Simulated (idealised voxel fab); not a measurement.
Process module name: voxel double patterning
The width of the displayed cross-section, cut, is 265 nm; its cells are square, with a size of 5 nm.
Cross-section format: a grid of square cells, given as bands from top to bottom; each band is one or more rows of cells. It is stipulated that each band's entry specify, in nanometres, the height of the top of the band and then that of its bottom, followed by the materials of the band in left-to-right sequence, each together with its width in nanometres. A single material marked by the word "all across" is understood to fill the band from edge to edge; the word "empty" is understood to denote empty space. Measure heights from 0. That's the level where, below it, the as-received wafer is all one material. The lowest band is bottomless and extends downward; write it as in "0 down". Graded width ("30 to 40"): value in top row of band = first number; value in bottom row = second number; row-to-row change constant. Step marked "no alterations made"? Then no cell in the cross-section changed in it. Entry "Fully sealed cavities". Content: empty spaces with no open connection to the top, size 8 cells or greater. Each: width x height at distance. Distance: from left edge. Unit: nm. That trailing text on a step's line, after the settings, is the simulator's own remark on the step. You can add "overlay nm" to a step's line. For a step with a mask, it describes how far the mask lay to the right of its planned position, and a negative number describes a lay to the left.

-- Process steps (planned)
- 1: RECEIVE, material Si
- 2: CONFORMAL_DEP, material SiO2, thk nm 10
- 3: DIRECTIONAL_DEP, material polySi, thk nm 20
- 4: DIRECTIONAL_DEP, material SiCN, thk nm 5
- 5: DIRECTIONAL_DEP, material aC, thk nm 15
- 6: PATTERN, tone open, mask id FIRST, material resist, width nm 15, pitch nm 50, thk nm 35, overlay nm 0
- 7: DIRECTIONAL_ETCH, etch materials aC, depth nm 15
- 8: STRIP, etch materials resist
- 9: DIRECTIONAL_ETCH, etch materials SiCN, depth nm 5
- 10: STRIP, etch materials aC
- 11: PATTERN, tone open, mask id SECOND, material resist, width nm 15, thk nm 20, overlay nm 0
- 12: DIRECTIONAL_ETCH, etch materials SiCN, depth nm 5
- 13: STRIP, etch materials resist
- 14: DIRECTIONAL_ETCH, etch materials polySi, depth nm 20
- 15: STRIP, etch materials SiCN

-- Run as planned: first of two wafers

-- Incoming wafer in cross-section (state: after step 1)
- 0 down: Si all across
- Fully sealed cavities: none

-- Step 2 done - wafer cross-section
- 10 to 0: SiO2 all across
- Nothing below the height 0 has changed.

-- Step 3 done - wafer cross-section
- 30 to 10: polySi all across
- Nothing below the height 10 has changed.

-- Step 4 done - wafer cross-section
- 35 to 30: SiCN all across
- Nothing below the height 30 has changed.

-- Step 5 done - wafer cross-section
- 50 to 35: aC all across
- Nothing below the height 35 has changed.

-- Step 6 done - wafer cross-section
- 85 to 50: resist: 100 | empty: 15 | resist: 35 | empty: 15 | resist: 100
- Nothing below the height 50 has changed.

-- Step 7 done - wafer cross-section
- 70 to 50: resist: 100 | empty: 15 | resist: 35 | empty: 15 | resist: 100
- 50 to 35: aC: 100 | empty: 15 | aC: 35 | empty: 15 | aC: 100
- Nothing below the height 35 has changed.

-- Step 8 done - wafer cross-section
- 50 to 35: aC: 100 | empty: 15 | aC: 35 | empty: 15 | aC: 100
- Nothing below the height 35 has changed.

-- Step 9 done - wafer cross-section
- 50 to 35: aC: 100 | empty: 15 | aC: 35 | empty: 15 | aC: 100
- 35 to 30: SiCN: 100 | empty: 15 | SiCN: 35 | empty: 15 | SiCN: 100
- Nothing below the height 30 has changed.

-- Step 10 done - wafer cross-section
- 35 to 30: SiCN: 100 | empty: 15 | SiCN: 35 | empty: 15 | SiCN: 100
- Nothing below the height 30 has changed.

-- Step 11 done - wafer cross-section
- 55 to 35: resist: 125 | empty: 15 | resist: 125
- 35 to 30: SiCN: 100 | resist: 15 | SiCN: 35 | resist: 15 | SiCN: 100
- Nothing below the height 30 has changed.

-- Step 12 done - wafer cross-section
- 55 to 35: resist: 125 | empty: 15 | resist: 125
- 35 to 30: SiCN: 100 | resist: 15 | SiCN: 10 | empty: 15 | SiCN: 10 | resist: 15 | SiCN: 100
- Nothing below the height 30 has changed.

-- Step 13 done - wafer cross-section
- 35 to 30: SiCN: 100 | empty: 15 | SiCN: 10 | empty: 15 | SiCN: 10 | empty: 15 | SiCN: 100
- Nothing below the height 30 has changed.

-- Step 14 done - wafer cross-section
- 35 to 30: SiCN: 100 | empty: 15 | SiCN: 10 | empty: 15 | SiCN: 10 | empty: 15 | SiCN: 100
- 30 to 10: polySi: 100 | empty: 15 | polySi: 10 | empty: 15 | polySi: 10 | empty: 15 | polySi: 100
- Nothing below the height 10 has changed.

-- Step 15 done - wafer cross-section
- 30 to 10: polySi: 100 | empty: 15 | polySi: 10 | empty: 15 | polySi: 10 | empty: 15 | polySi: 100
- Nothing below the height 10 has changed.

-- Second wafer, same starting state and plan as the first, one mistake in the run, identical through step 1

-- Cross-section of the second wafer when, according to plan, step 2 should have finished
- 10 to 0: polySi all across
- Nothing below the height 0 has changed.

-- Cross-section of the second wafer when, according to plan, step 3 should have finished
- 30 to 0: polySi all across
- Nothing below the height 0 has changed.

-- Cross-section of the second wafer when, according to plan, step 4 should have finished
- 35 to 30: SiCN all across
- Nothing below the height 30 has changed.

-- Cross-section of the second wafer when, according to plan, step 5 should have finished
- 50 to 35: aC all across
- Nothing below the height 35 has changed.

-- Cross-section of the second wafer when, according to plan, step 6 should have finished
- 85 to 50: resist: 100 | empty: 15 | resist: 35 | empty: 15 | resist: 100
- Nothing below the height 50 has changed.

-- Cross-section of the second wafer when, according to plan, step 7 should have finished
- 70 to 50: resist: 100 | empty: 15 | resist: 35 | empty: 15 | resist: 100
- 50 to 35: aC: 100 | empty: 15 | aC: 35 | empty: 15 | aC: 100
- Nothing below the height 35 has changed.

-- Cross-section of the second wafer when, according to plan, step 8 should have finished
- 50 to 35: aC: 100 | empty: 15 | aC: 35 | empty: 15 | aC: 100
- Nothing below the height 35 has changed.

-- Cross-section of the second wafer when, according to plan, step 9 should have finished
- 50 to 35: aC: 100 | empty: 15 | aC: 35 | empty: 15 | aC: 100
- 35 to 30: SiCN: 100 | empty: 15 | SiCN: 35 | empty: 15 | SiCN: 100
- Nothing below the height 30 has changed.

-- Cross-section of the second wafer when, according to plan, step 10 should have finished
- 35 to 30: SiCN: 100 | empty: 15 | SiCN: 35 | empty: 15 | SiCN: 100
- Nothing below the height 30 has changed.

-- Cross-section of the second wafer when, according to plan, step 11 should have finished
- 55 to 35: resist: 125 | empty: 15 | resist: 125
- 35 to 30: SiCN: 100 | resist: 15 | SiCN: 35 | resist: 15 | SiCN: 100
- Nothing below the height 30 has changed.

-- Cross-section of the second wafer when, according to plan, step 12 should have finished
- 55 to 35: resist: 125 | empty: 15 | resist: 125
- 35 to 30: SiCN: 100 | resist: 15 | SiCN: 10 | empty: 15 | SiCN: 10 | resist: 15 | SiCN: 100
- Nothing below the height 30 has changed.

-- Cross-section of the second wafer when, according to plan, step 13 should have finished
- 35 to 30: SiCN: 100 | empty: 15 | SiCN: 10 | empty: 15 | SiCN: 10 | empty: 15 | SiCN: 100
- Nothing below the height 30 has changed.

-- Cross-section of the second wafer when, according to plan, step 14 should have finished
- 35 to 30: SiCN: 100 | empty: 15 | SiCN: 10 | empty: 15 | SiCN: 10 | empty: 15 | SiCN: 100
- 30 to 10: polySi: 100 | empty: 15 | polySi: 10 | empty: 15 | polySi: 10 | empty: 15 | polySi: 100
- Nothing below the height 10 has changed.

-- Cross-section of the second wafer when, according to plan, step 15 should have finished
- 30 to 10: polySi: 100 | empty: 15 | polySi: 10 | empty: 15 | polySi: 10 | empty: 15 | polySi: 100
- Nothing below the height 10 has changed.
What broke from the plan during processing? the process deviated at step 2: the operation and settings actually run there were CONFORMAL_DEP, material polySi, thk nm 10
Counted in cells at the end, the second wafer holds more or fewer of these materials than the first: 106 fewer of SiO2; 106 more of polySi
